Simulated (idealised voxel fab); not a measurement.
process module | voxel wiring stack
cross-section cut | 280 nm wide | cells 5 nm
A cross-section is a grid of square cells, given in bands from the top down. A band is one or more rows of cells.
Each band's line starts with the height of the band's top and of its bottom, in nm. Then come its materials from left to right, each with its width in nm. One material with "throughout" fills the band from edge to edge. "air" is empty space.
Height 0 is the level under which the wafer as received is all one material. The lowest band goes on downwards, as in "0 down".
A width such as "30 to 40" changes by the same amount from each row of cells to the next, from the band's top row to its bottom row.
"no change" after a step means that no cell of the cross-section changed.
closed voids: empty space of 8 cells or more with no open way to the top, each as width x height at its distance from the left edge, in nm
after a step's settings: what the simulator itself notes on the step
overlay nm, on a step with a mask: how far to the right of its planned place the mask lay; to the left if negative
plan
1 op RECEIVE | material Si
2 op CONFORMAL_DEP | material SiO2 | thk nm 10
3 op DIRECTIONAL_DEP | material TiN | thk nm 5
4 op DIRECTIONAL_DEP | material W | thk nm 15
5 op MASKED_ETCH | tone cover | mask id METAL_1 | width nm 25 | pitch nm 40 | etch materials W | depth nm 15 | overlay nm 0
6 op MASKED_ETCH | tone cover | mask id METAL_1 | width nm 25 | pitch nm 40 | etch materials TiN | depth nm 5 | overlay nm 0
7 op CONFORMAL_DEP | material SiCN | thk nm 5
8 op FILL_DEP | material SiO2 | thk nm 5
9 op CMP | height nm 30
10 op CONFORMAL_DEP | material SiCN | thk nm 5
11 op DIRECTIONAL_DEP | material SiO2 | thk nm 20
12 op DIRECTIONAL_DEP | material aC | thk nm 15
13 op PATTERN | tone open | mask id PLUG_1 | material resist | width nm 15 | pitch nm 40 | thk nm 35 | overlay nm 0
14 op DIRECTIONAL_ETCH | etch materials aC | depth nm 15
15 op STRIP | etch materials resist
16 op DIRECTIONAL_ETCH | etch materials SiO2 | depth nm 20
17 op DIRECTIONAL_ETCH | etch materials SiCN | depth nm 5
18 op STRIP | etch materials aC
19 op CONFORMAL_DEP | material TiN | thk nm 5
20 op FILL_DEP | material Cu | thk nm 5
21 op CMP | height nm 55
22 op DIRECTIONAL_DEP | material TiN | thk nm 5
23 op DIRECTIONAL_DEP | material W | thk nm 15
24 op DIRECTIONAL_DEP | material aC | thk nm 15
25 op PATTERN | tone cover | mask id METAL_2 | material resist | width nm 25 | pitch nm 40 | thk nm 35 | overlay nm 0
26 op DIRECTIONAL_ETCH | etch materials aC | depth nm 15
27 op STRIP | etch materials resist
28 op DIRECTIONAL_ETCH | etch materials W | depth nm 15
29 op DIRECTIONAL_ETCH | etch materials TiN | depth nm 5
30 op STRIP | etch materials aC
31 op CONFORMAL_DEP | material SiN | thk nm 5
32 op FILL_DEP | material SiO2 | thk nm 5
33 op CMP | height nm 75
34 op CONFORMAL_DEP | material SiCN | thk nm 5
35 op DIRECTIONAL_DEP | material lowk | thk nm 30
36 op MASKED_ETCH | tone open | mask id METAL_3 | width nm 25 | pitch nm 40 | etch materials lowk | depth nm 20 | overlay nm 0
37 op DIRECTIONAL_DEP | material aC | thk nm 15
38 op PATTERN | tone open | mask id METAL_3_HOLES | material resist | width nm 15 | pitch nm 40 | thk nm 35 | overlay nm 0
39 op DIRECTIONAL_ETCH | etch materials aC | depth nm 15
40 op STRIP | etch materials resist
41 op DIRECTIONAL_ETCH | etch materials lowk | depth nm 10
42 op DIRECTIONAL_ETCH | etch materials SiCN | depth nm 5
43 op STRIP | etch materials aC
44 op CONFORMAL_DEP | material TiN | thk nm 5
45 op FILL_DEP | material Cu | thk nm 10
46 op CMP | height nm 110
47 op CONFORMAL_DEP | material SiCN | thk nm 5
48 op DIRECTIONAL_DEP | material SiO2 | thk nm 15
49 op DIRECTIONAL_DEP | material aC | thk nm 15
50 op PATTERN | tone open | mask id PLUG_3 | material resist | width nm 15 | thk nm 30 | overlay nm 0
51 op DIRECTIONAL_ETCH | etch materials aC | depth nm 15
52 op STRIP | etch materials resist
53 op DIRECTIONAL_ETCH | etch materials SiO2 | depth nm 15
54 op DIRECTIONAL_ETCH | etch materials SiCN | depth nm 5
55 op STRIP | etch materials aC
56 op CONFORMAL_DEP | material TiN | thk nm 5
57 op FILL_DEP | material Ru | thk nm 5
58 op CMP | height nm 130
59 op DIRECTIONAL_DEP | material TiN | thk nm 5
60 op DIRECTIONAL_DEP | material Ru | thk nm 25
61 op DIRECTIONAL_DEP | material aC | thk nm 10
62 op PATTERN | tone cover | mask id METAL_4 | material resist | width nm 25 | pitch nm 40 | thk nm 25 | overlay nm 0
63 op DIRECTIONAL_ETCH | etch materials aC | depth nm 10
64 op STRIP | etch materials resist
65 op DIRECTIONAL_ETCH | etch materials Ru | depth nm 25
66 op DIRECTIONAL_ETCH | etch materials TiN | depth nm 5
67 op STRIP | etch materials aC
68 op CONFORMAL_DEP | material SiN | thk nm 5
69 op FILL_DEP | material lowk | thk nm 10
70 op CMP | height nm 160
71 op CONFORMAL_DEP | material SiCN | thk nm 5
first wafer, as planned
as received, after step 1
  0 down: Si throughout
  closed voids: none
after step 2
  10 to 0: SiO2 throughout
  below 0: unchanged
after step 3
  15 to 10: TiN throughout
  below 10: unchanged
after step 4
  30 to 15: W throughout
  below 15: unchanged
after step 5
  30 to 15: air 105 | W 25 | air 15 | W 25 | air 110
  below 15: unchanged
after step 6
  30 to 15: air 105 | W 25 | air 15 | W 25 | air 110
  15 to 10: air 105 | TiN 25 | air 15 | TiN 25 | air 110
  below 10: unchanged
after step 7
  35 to 30: air 100 | SiCN 35 | air 5 | SiCN 35 | air 105
  30 to 15: air 100 | SiCN 5 | W 25 | SiCN 5 | air 5 | SiCN 5 | W 25 | SiCN 5 | air 105
  15 to 10: SiCN 105 | TiN 25 | SiCN 15 | TiN 25 | SiCN 110
  below 10: unchanged
after step 8
  40 to 35: SiO2 throughout
  35 to 30: SiO2 100 | SiCN 35 | SiO2 5 | SiCN 35 | SiO2 105
  30 to 15: SiO2 100 | SiCN 5 | W 25 | SiCN 5 | SiO2 5 | SiCN 5 | W 25 | SiCN 5 | SiO2 105
  below 15: unchanged
after step 9
  30 to 15: SiO2 100 | SiCN 5 | W 25 | SiCN 5 | SiO2 5 | SiCN 5 | W 25 | SiCN 5 | SiO2 105
  below 15: unchanged
after step 10
  35 to 30: SiCN throughout
  below 30: unchanged
after step 11
  55 to 35: SiO2 throughout
  below 35: unchanged
after step 12
  70 to 55: aC throughout
  below 55: unchanged
after step 13
  105 to 70: resist 105 | air 15 | resist 25 | air 15 | resist 120
  below 70: unchanged
after step 14
  90 to 70: resist 105 | air 15 | resist 25 | air 15 | resist 120
  70 to 55: aC 105 | air 15 | aC 25 | air 15 | aC 120
  below 55: unchanged
after step 15
  70 to 55: aC 105 | air 15 | aC 25 | air 15 | aC 120
  below 55: unchanged
after step 16
  70 to 55: aC 105 | air 15 | aC 25 | air 15 | aC 120
  55 to 35: SiO2 105 | air 15 | SiO2 25 | air 15 | SiO2 120
  below 35: unchanged
after step 17
  70 to 55: aC 105 | air 15 | aC 25 | air 15 | aC 120
  55 to 35: SiO2 105 | air 15 | SiO2 25 | air 15 | SiO2 120
  35 to 30: SiCN 105 | air 15 | SiCN 25 | air 15 | SiCN 120
  below 30: unchanged
after step 18
  55 to 35: SiO2 105 | air 15 | SiO2 25 | air 15 | SiO2 120
  below 35: unchanged
after step 19
  60 to 55: TiN 110 | air 5 | TiN 35 | air 5 | TiN 125
  55 to 35: SiO2 105 | TiN 5 | air 5 | TiN 5 | SiO2 25 | TiN 5 | air 5 | TiN 5 | SiO2 120
  35 to 30: SiCN 105 | TiN 15 | SiCN 25 | TiN 15 | SiCN 120
  below 30: unchanged
after step 20
  65 to 60: Cu throughout
  60 to 55: TiN 110 | Cu 5 | TiN 35 | Cu 5 | TiN 125
  55 to 35: SiO2 105 | TiN 5 | Cu 5 | TiN 5 | SiO2 25 | TiN 5 | Cu 5 | TiN 5 | SiO2 120
  below 35: unchanged
after step 21
  55 to 35: SiO2 105 | TiN 5 | Cu 5 | TiN 5 | SiO2 25 | TiN 5 | Cu 5 | TiN 5 | SiO2 120
  below 35: unchanged
after step 22
  60 to 55: TiN throughout
  below 55: unchanged
after step 23
  75 to 60: W throughout
  below 60: unchanged
after step 24
  90 to 75: aC throughout
  below 75: unchanged
after step 25
  125 to 90: air 105 | resist 25 | air 15 | resist 25 | air 110
  below 90: unchanged
after step 26
  110 to 90: air 105 | resist 25 | air 15 | resist 25 | air 110
  90 to 75: air 105 | aC 25 | air 15 | aC 25 | air 110
  below 75: unchanged
after step 27
  90 to 75: air 105 | aC 25 | air 15 | aC 25 | air 110
  below 75: unchanged
after step 28
  90 to 75: air 105 | aC 25 | air 15 | aC 25 | air 110
  75 to 60: air 105 | W 25 | air 15 | W 25 | air 110
  below 60: unchanged
after step 29
  90 to 75: air 105 | aC 25 | air 15 | aC 25 | air 110
  75 to 60: air 105 | W 25 | air 15 | W 25 | air 110
  60 to 55: air 105 | TiN 25 | air 15 | TiN 25 | air 110
  below 55: unchanged
after step 30
  75 to 60: air 105 | W 25 | air 15 | W 25 | air 110
  below 60: unchanged
after step 31
  80 to 75: air 100 | SiN 35 | air 5 | SiN 35 | air 105
  75 to 60: air 100 | SiN 5 | W 25 | SiN 5 | air 5 | SiN 5 | W 25 | SiN 5 | air 105
  60 to 55: SiN 105 | TiN 25 | SiN 15 | TiN 25 | SiN 110
  below 55: unchanged
after step 32
  85 to 80: SiO2 throughout
  80 to 75: SiO2 100 | SiN 35 | SiO2 5 | SiN 35 | SiO2 105
  75 to 60: SiO2 100 | SiN 5 | W 25 | SiN 5 | SiO2 5 | SiN 5 | W 25 | SiN 5 | SiO2 105
  below 60: unchanged
after step 33
  75 to 60: SiO2 100 | SiN 5 | W 25 | SiN 5 | SiO2 5 | SiN 5 | W 25 | SiN 5 | SiO2 105
  below 60: unchanged
after step 34
  80 to 75: SiCN throughout
  below 75: unchanged
after step 35
  110 to 80: lowk throughout
  below 80: unchanged
after step 36
  110 to 90: lowk 105 | air 25 | lowk 15 | air 25 | lowk 110
  below 90: unchanged
after step 37
  125 to 110: aC 105 | air 25 | aC 15 | air 25 | aC 110
  110 to 105: lowk 105 | air 25 | lowk 15 | air 25 | lowk 110
  105 to 90: lowk 105 | aC 25 | lowk 15 | aC 25 | lowk 110
  below 90: unchanged
after step 38
  160 to 125: resist 105 | air 15 | resist 25 | air 15 | resist 120
  125 to 110: aC 105 | air 15 | resist 10 | aC 15 | air 15 | resist 10 | aC 110
  110 to 105: lowk 105 | air 15 | resist 10 | lowk 15 | air 15 | resist 10 | lowk 110
  below 105: unchanged
after step 39
  145 to 125: resist 105 | air 15 | resist 25 | air 15 | resist 120
  125 to 110: aC 105 | air 15 | resist 10 | aC 15 | air 15 | resist 10 | aC 110
  110 to 105: lowk 105 | air 15 | resist 10 | lowk 15 | air 15 | resist 10 | lowk 110
  105 to 90: lowk 105 | air 15 | aC 10 | lowk 15 | air 15 | aC 10 | lowk 110
  below 90: unchanged
after step 40
  125 to 110: aC 105 | air 25 | aC 15 | air 25 | aC 110
  110 to 105: lowk 105 | air 25 | lowk 15 | air 25 | lowk 110
  below 105: unchanged
after step 41
  125 to 110: aC 105 | air 25 | aC 15 | air 25 | aC 110
  110 to 105: lowk 105 | air 25 | lowk 15 | air 25 | lowk 110
  105 to 90: lowk 105 | air 15 | aC 10 | lowk 15 | air 15 | aC 10 | lowk 110
  90 to 80: lowk 105 | air 15 | lowk 25 | air 15 | lowk 120
  below 80: unchanged
after step 42
  125 to 110: aC 105 | air 25 | aC 15 | air 25 | aC 110
  110 to 105: lowk 105 | air 25 | lowk 15 | air 25 | lowk 110
  105 to 90: lowk 105 | air 15 | aC 10 | lowk 15 | air 15 | aC 10 | lowk 110
  90 to 80: lowk 105 | air 15 | lowk 25 | air 15 | lowk 120
  80 to 75: SiCN 105 | air 15 | SiCN 25 | air 15 | SiCN 120
  below 75: unchanged
after step 43
  110 to 90: lowk 105 | air 25 | lowk 15 | air 25 | lowk 110
  below 90: unchanged
after step 44
  115 to 110: TiN 110 | air 15 | TiN 25 | air 15 | TiN 115
  110 to 95: lowk 105 | TiN 5 | air 15 | TiN 5 | lowk 15 | TiN 5 | air 15 | TiN 5 | lowk 110
  95 to 90: lowk 105 | TiN 5 | air 5 | TiN 15 | lowk 15 | TiN 5 | air 5 | TiN 15 | lowk 110
  90 to 80: lowk 105 | TiN 5 | air 5 | TiN 5 | lowk 25 | TiN 5 | air 5 | TiN 5 | lowk 120
  80 to 75: SiCN 105 | TiN 15 | SiCN 25 | TiN 15 | SiCN 120
  below 75: unchanged
after step 45
  125 to 115: Cu throughout
  115 to 110: TiN 110 | Cu 15 | TiN 25 | Cu 15 | TiN 115
  110 to 95: lowk 105 | TiN 5 | Cu 15 | TiN 5 | lowk 15 | TiN 5 | Cu 15 | TiN 5 | lowk 110
  95 to 90: lowk 105 | TiN 5 | Cu 5 | TiN 15 | lowk 15 | TiN 5 | Cu 5 | TiN 15 | lowk 110
  90 to 80: lowk 105 | TiN 5 | Cu 5 | TiN 5 | lowk 25 | TiN 5 | Cu 5 | TiN 5 | lowk 120
  below 80: unchanged
after step 46
  110 to 95: lowk 105 | TiN 5 | Cu 15 | TiN 5 | lowk 15 | TiN 5 | Cu 15 | TiN 5 | lowk 110
  below 95: unchanged
after step 47
  115 to 110: SiCN throughout
  below 110: unchanged
after step 48
  130 to 115: SiO2 throughout
  below 115: unchanged
after step 49
  145 to 130: aC throughout
  below 130: unchanged
after step 50
  175 to 145: resist 105 | air 15 | resist 160
  below 145: unchanged
after step 51
  160 to 145: resist 105 | air 15 | resist 160
  145 to 130: aC 105 | air 15 | aC 160
  below 130: unchanged
after step 52
  145 to 130: aC 105 | air 15 | aC 160
  below 130: unchanged
after step 53
  145 to 130: aC 105 | air 15 | aC 160
  130 to 115: SiO2 105 | air 15 | SiO2 160
  below 115: unchanged
after step 54
  145 to 130: aC 105 | air 15 | aC 160
  130 to 115: SiO2 105 | air 15 | SiO2 160
  115 to 110: SiCN 105 | air 15 | SiCN 160
  below 110: unchanged
after step 55
  130 to 115: SiO2 105 | air 15 | SiO2 160
  below 115: unchanged
after step 56
  135 to 130: TiN 110 | air 5 | TiN 165
  130 to 115: SiO2 105 | TiN 5 | air 5 | TiN 5 | SiO2 160
  115 to 110: SiCN 105 | TiN 15 | SiCN 160
  below 110: unchanged
after step 57
  140 to 135: Ru throughout
  135 to 130: TiN 110 | Ru 5 | TiN 165
  130 to 115: SiO2 105 | TiN 5 | Ru 5 | TiN 5 | SiO2 160
  below 115: unchanged
after step 58
  130 to 115: SiO2 105 | TiN 5 | Ru 5 | TiN 5 | SiO2 160
  below 115: unchanged
after step 59
  135 to 130: TiN throughout
  below 130: unchanged
after step 60
  160 to 135: Ru throughout
  below 135: unchanged
after step 61
  170 to 160: aC throughout
  below 160: unchanged
after step 62
  195 to 170: air 105 | resist 25 | air 15 | resist 25 | air 110
  below 170: unchanged
after step 63
  185 to 170: air 105 | resist 25 | air 15 | resist 25 | air 110
  170 to 160: air 105 | aC 25 | air 15 | aC 25 | air 110
  below 160: unchanged
after step 64
  170 to 160: air 105 | aC 25 | air 15 | aC 25 | air 110
  below 160: unchanged
after step 65
  170 to 160: air 105 | aC 25 | air 15 | aC 25 | air 110
  160 to 135: air 105 | Ru 25 | air 15 | Ru 25 | air 110
  below 135: unchanged
after step 66
  170 to 160: air 105 | aC 25 | air 15 | aC 25 | air 110
  160 to 135: air 105 | Ru 25 | air 15 | Ru 25 | air 110
  135 to 130: air 105 | TiN 25 | air 15 | TiN 25 | air 110
  below 130: unchanged
after step 67
  160 to 135: air 105 | Ru 25 | air 15 | Ru 25 | air 110
  below 135: unchanged
after step 68
  165 to 160: air 100 | SiN 35 | air 5 | SiN 35 | air 105
  160 to 135: air 100 | SiN 5 | Ru 25 | SiN 5 | air 5 | SiN 5 | Ru 25 | SiN 5 | air 105
  135 to 130: SiN 105 | TiN 25 | SiN 15 | TiN 25 | SiN 110
  below 130: unchanged
after step 69
  175 to 165: lowk throughout
  165 to 160: lowk 100 | SiN 35 | lowk 5 | SiN 35 | lowk 105
  160 to 135: lowk 100 | SiN 5 | Ru 25 | SiN 5 | lowk 5 | SiN 5 | Ru 25 | SiN 5 | lowk 105
  below 135: unchanged
after step 70
  160 to 135: lowk 100 | SiN 5 | Ru 25 | SiN 5 | lowk 5 | SiN 5 | Ru 25 | SiN 5 | lowk 105
  below 135: unchanged
after step 71
  165 to 160: SiCN throughout
  below 160: unchanged
second wafer: like start, like plan, one mistake. Through step 2 it matches the first wafer
when step 3 should have ended
  25 to 10: W throughout
  below 10: unchanged
when step 4 should have ended
  30 to 25: TiN throughout
  below 25: unchanged
when step 5 should have ended: no change
when step 6 should have ended
  30 to 25: air 105 | TiN 25 | air 15 | TiN 25 | air 110
  below 25: unchanged
when step 7 should have ended
  35 to 30: air 100 | SiCN 35 | air 5 | SiCN 35 | air 105
  30 to 25: SiCN 105 | TiN 25 | SiCN 15 | TiN 25 | SiCN 110
  below 25: unchanged
when step 8 should have ended
  40 to 35: SiO2 throughout
  35 to 30: SiO2 100 | SiCN 35 | SiO2 5 | SiCN 35 | SiO2 105
  below 30: unchanged
when step 9 should have ended
  30 to 25: SiCN 105 | TiN 25 | SiCN 15 | TiN 25 | SiCN 110
  below 25: unchanged
when step 10 should have ended
  35 to 30: SiCN throughout
  below 30: unchanged
when step 11 should have ended
  55 to 35: SiO2 throughout
  below 35: unchanged
when step 12 should have ended
  70 to 55: aC throughout
  below 55: unchanged
when step 13 should have ended
  105 to 70: resist 105 | air 15 | resist 25 | air 15 | resist 120
  below 70: unchanged
when step 14 should have ended
  90 to 70: resist 105 | air 15 | resist 25 | air 15 | resist 120
  70 to 55: aC 105 | air 15 | aC 25 | air 15 | aC 120
  below 55: unchanged
when step 15 should have ended
  70 to 55: aC 105 | air 15 | aC 25 | air 15 | aC 120
  below 55: unchanged
when step 16 should have ended
  70 to 55: aC 105 | air 15 | aC 25 | air 15 | aC 120
  55 to 35: SiO2 105 | air 15 | SiO2 25 | air 15 | SiO2 120
  below 35: unchanged
when step 17 should have ended
  70 to 55: aC 105 | air 15 | aC 25 | air 15 | aC 120
  55 to 35: SiO2 105 | air 15 | SiO2 25 | air 15 | SiO2 120
  35 to 30: SiCN 105 | air 15 | SiCN 25 | air 15 | SiCN 120
  below 30: unchanged
when step 18 should have ended
  55 to 35: SiO2 105 | air 15 | SiO2 25 | air 15 | SiO2 120
  below 35: unchanged
when step 19 should have ended
  60 to 55: TiN 110 | air 5 | TiN 35 | air 5 | TiN 125
  55 to 35: SiO2 105 | TiN 5 | air 5 | TiN 5 | SiO2 25 | TiN 5 | air 5 | TiN 5 | SiO2 120
  35 to 25: SiCN 105 | TiN 15 to 25 | SiCN 25 to 15 | TiN 15 to 25 | SiCN 120 to 110
  below 25: unchanged
when step 20 should have ended
  65 to 60: Cu throughout
  60 to 55: TiN 110 | Cu 5 | TiN 35 | Cu 5 | TiN 125
  55 to 35: SiO2 105 | TiN 5 | Cu 5 | TiN 5 | SiO2 25 | TiN 5 | Cu 5 | TiN 5 | SiO2 120
  below 35: unchanged
when step 21 should have ended
  55 to 35: SiO2 105 | TiN 5 | Cu 5 | TiN 5 | SiO2 25 | TiN 5 | Cu 5 | TiN 5 | SiO2 120
  below 35: unchanged
when step 22 should have ended
  60 to 55: TiN throughout
  below 55: unchanged
when step 23 should have ended
  75 to 60: W throughout
  below 60: unchanged
when step 24 should have ended
  90 to 75: aC throughout
  below 75: unchanged
when step 25 should have ended
  125 to 90: air 105 | resist 25 | air 15 | resist 25 | air 110
  below 90: unchanged
when step 26 should have ended
  110 to 90: air 105 | resist 25 | air 15 | resist 25 | air 110
  90 to 75: air 105 | aC 25 | air 15 | aC 25 | air 110
  below 75: unchanged
when step 27 should have ended
  90 to 75: air 105 | aC 25 | air 15 | aC 25 | air 110
  below 75: unchanged
when step 28 should have ended
  90 to 75: air 105 | aC 25 | air 15 | aC 25 | air 110
  75 to 60: air 105 | W 25 | air 15 | W 25 | air 110
  below 60: unchanged
when step 29 should have ended
  90 to 75: air 105 | aC 25 | air 15 | aC 25 | air 110
  75 to 60: air 105 | W 25 | air 15 | W 25 | air 110
  60 to 55: air 105 | TiN 25 | air 15 | TiN 25 | air 110
  below 55: unchanged
when step 30 should have ended
  75 to 60: air 105 | W 25 | air 15 | W 25 | air 110
  below 60: unchanged
when step 31 should have ended
  80 to 75: air 100 | SiN 35 | air 5 | SiN 35 | air 105
  75 to 60: air 100 | SiN 5 | W 25 | SiN 5 | air 5 | SiN 5 | W 25 | SiN 5 | air 105
  60 to 55: SiN 105 | TiN 25 | SiN 15 | TiN 25 | SiN 110
  below 55: unchanged
when step 32 should have ended
  85 to 80: SiO2 throughout
  80 to 75: SiO2 100 | SiN 35 | SiO2 5 | SiN 35 | SiO2 105
  75 to 60: SiO2 100 | SiN 5 | W 25 | SiN 5 | SiO2 5 | SiN 5 | W 25 | SiN 5 | SiO2 105
  below 60: unchanged
when step 33 should have ended
  75 to 60: SiO2 100 | SiN 5 | W 25 | SiN 5 | SiO2 5 | SiN 5 | W 25 | SiN 5 | SiO2 105
  below 60: unchanged
when step 34 should have ended
  80 to 75: SiCN throughout
  below 75: unchanged
when step 35 should have ended
  110 to 80: lowk throughout
  below 80: unchanged
when step 36 should have ended
  110 to 90: lowk 105 | air 25 | lowk 15 | air 25 | lowk 110
  below 90: unchanged
when step 37 should have ended
  125 to 110: aC 105 | air 25 | aC 15 | air 25 | aC 110
  110 to 105: lowk 105 | air 25 | lowk 15 | air 25 | lowk 110
  105 to 90: lowk 105 | aC 25 | lowk 15 | aC 25 | lowk 110
  below 90: unchanged
when step 38 should have ended
  160 to 125: resist 105 | air 15 | resist 25 | air 15 | resist 120
  125 to 110: aC 105 | air 15 | resist 10 | aC 15 | air 15 | resist 10 | aC 110
  110 to 105: lowk 105 | air 15 | resist 10 | lowk 15 | air 15 | resist 10 | lowk 110
  below 105: unchanged
when step 39 should have ended
  145 to 125: resist 105 | air 15 | resist 25 | air 15 | resist 120
  125 to 110: aC 105 | air 15 | resist 10 | aC 15 | air 15 | resist 10 | aC 110
  110 to 105: lowk 105 | air 15 | resist 10 | lowk 15 | air 15 | resist 10 | lowk 110
  105 to 90: lowk 105 | air 15 | aC 10 | lowk 15 | air 15 | aC 10 | lowk 110
  below 90: unchanged
when step 40 should have ended
  125 to 110: aC 105 | air 25 | aC 15 | air 25 | aC 110
  110 to 105: lowk 105 | air 25 | lowk 15 | air 25 | lowk 110
  below 105: unchanged
when step 41 should have ended
  125 to 110: aC 105 | air 25 | aC 15 | air 25 | aC 110
  110 to 105: lowk 105 | air 25 | lowk 15 | air 25 | lowk 110
  105 to 90: lowk 105 | air 15 | aC 10 | lowk 15 | air 15 | aC 10 | lowk 110
  90 to 80: lowk 105 | air 15 | lowk 25 | air 15 | lowk 120
  below 80: unchanged
when step 42 should have ended
  125 to 110: aC 105 | air 25 | aC 15 | air 25 | aC 110
  110 to 105: lowk 105 | air 25 | lowk 15 | air 25 | lowk 110
  105 to 90: lowk 105 | air 15 | aC 10 | lowk 15 | air 15 | aC 10 | lowk 110
  90 to 80: lowk 105 | air 15 | lowk 25 | air 15 | lowk 120
  80 to 75: SiCN 105 | air 15 | SiCN 25 | air 15 | SiCN 120
  below 75: unchanged
when step 43 should have ended
  110 to 90: lowk 105 | air 25 | lowk 15 | air 25 | lowk 110
  below 90: unchanged
when step 44 should have ended
  115 to 110: TiN 110 | air 15 | TiN 25 | air 15 | TiN 115
  110 to 95: lowk 105 | TiN 5 | air 15 | TiN 5 | lowk 15 | TiN 5 | air 15 | TiN 5 | lowk 110
  95 to 90: lowk 105 | TiN 5 | air 5 | TiN 15 | lowk 15 | TiN 5 | air 5 | TiN 15 | lowk 110
  90 to 80: lowk 105 | TiN 5 | air 5 | TiN 5 | lowk 25 | TiN 5 | air 5 | TiN 5 | lowk 120
  80 to 75: SiCN 105 | TiN 15 | SiCN 25 | TiN 15 | SiCN 120
  below 75: unchanged
when step 45 should have ended
  125 to 115: Cu throughout
  115 to 110: TiN 110 | Cu 15 | TiN 25 | Cu 15 | TiN 115
  110 to 95: lowk 105 | TiN 5 | Cu 15 | TiN 5 | lowk 15 | TiN 5 | Cu 15 | TiN 5 | lowk 110
  95 to 90: lowk 105 | TiN 5 | Cu 5 | TiN 15 | lowk 15 | TiN 5 | Cu 5 | TiN 15 | lowk 110
  90 to 80: lowk 105 | TiN 5 | Cu 5 | TiN 5 | lowk 25 | TiN 5 | Cu 5 | TiN 5 | lowk 120
  below 80: unchanged
when step 46 should have ended
  110 to 95: lowk 105 | TiN 5 | Cu 15 | TiN 5 | lowk 15 | TiN 5 | Cu 15 | TiN 5 | lowk 110
  below 95: unchanged
when step 47 should have ended
  115 to 110: SiCN throughout
  below 110: unchanged
when step 48 should have ended
  130 to 115: SiO2 throughout
  below 115: unchanged
when step 49 should have ended
  145 to 130: aC throughout
  below 130: unchanged
when step 50 should have ended
  175 to 145: resist 105 | air 15 | resist 160
  below 145: unchanged
when step 51 should have ended
  160 to 145: resist 105 | air 15 | resist 160
  145 to 130: aC 105 | air 15 | aC 160
  below 130: unchanged
when step 52 should have ended
  145 to 130: aC 105 | air 15 | aC 160
  below 130: unchanged
when step 53 should have ended
  145 to 130: aC 105 | air 15 | aC 160
  130 to 115: SiO2 105 | air 15 | SiO2 160
  below 115: unchanged
when step 54 should have ended
  145 to 130: aC 105 | air 15 | aC 160
  130 to 115: SiO2 105 | air 15 | SiO2 160
  115 to 110: SiCN 105 | air 15 | SiCN 160
  below 110: unchanged
when step 55 should have ended
  130 to 115: SiO2 105 | air 15 | SiO2 160
  below 115: unchanged
when step 56 should have ended
  135 to 130: TiN 110 | air 5 | TiN 165
  130 to 115: SiO2 105 | TiN 5 | air 5 | TiN 5 | SiO2 160
  115 to 110: SiCN 105 | TiN 15 | SiCN 160
  below 110: unchanged
when step 57 should have ended
  140 to 135: Ru throughout
  135 to 130: TiN 110 | Ru 5 | TiN 165
  130 to 115: SiO2 105 | TiN 5 | Ru 5 | TiN 5 | SiO2 160
  below 115: unchanged
when step 58 should have ended
  130 to 115: SiO2 105 | TiN 5 | Ru 5 | TiN 5 | SiO2 160
  below 115: unchanged
when step 59 should have ended
  135 to 130: TiN throughout
  below 130: unchanged
when step 60 should have ended
  160 to 135: Ru throughout
  below 135: unchanged
when step 61 should have ended
  170 to 160: aC throughout
  below 160: unchanged
when step 62 should have ended
  195 to 170: air 105 | resist 25 | air 15 | resist 25 | air 110
  below 170: unchanged
when step 63 should have ended
  185 to 170: air 105 | resist 25 | air 15 | resist 25 | air 110
  170 to 160: air 105 | aC 25 | air 15 | aC 25 | air 110
  below 160: unchanged
when step 64 should have ended
  170 to 160: air 105 | aC 25 | air 15 | aC 25 | air 110
  below 160: unchanged
when step 65 should have ended
  170 to 160: air 105 | aC 25 | air 15 | aC 25 | air 110
  160 to 135: air 105 | Ru 25 | air 15 | Ru 25 | air 110
  below 135: unchanged
when step 66 should have ended
  170 to 160: air 105 | aC 25 | air 15 | aC 25 | air 110
  160 to 135: air 105 | Ru 25 | air 15 | Ru 25 | air 110
  135 to 130: air 105 | TiN 25 | air 15 | TiN 25 | air 110
  below 130: unchanged
when step 67 should have ended
  160 to 135: air 105 | Ru 25 | air 15 | Ru 25 | air 110
  below 135: unchanged
when step 68 should have ended
  165 to 160: air 100 | SiN 35 | air 5 | SiN 35 | air 105
  160 to 135: air 100 | SiN 5 | Ru 25 | SiN 5 | air 5 | SiN 5 | Ru 25 | SiN 5 | air 105
  135 to 130: SiN 105 | TiN 25 | SiN 15 | TiN 25 | SiN 110
  below 130: unchanged
when step 69 should have ended
  175 to 165: lowk throughout
  165 to 160: lowk 100 | SiN 35 | lowk 5 | SiN 35 | lowk 105
  160 to 135: lowk 100 | SiN 5 | Ru 25 | SiN 5 | lowk 5 | SiN 5 | Ru 25 | SiN 5 | lowk 105
  below 135: unchanged
when step 70 should have ended
  160 to 135: lowk 100 | SiN 5 | Ru 25 | SiN 5 | lowk 5 | SiN 5 | Ru 25 | SiN 5 | lowk 105
  below 135: unchanged
when step 71 should have ended
  165 to 160: SiCN throughout
  below 160: unchanged
what went wrong: steps 3 and 4 were swapped
at the end the second wafer has, in cells: 12 fewer of SiCN | 126 fewer of SiO2 | 138 more of W
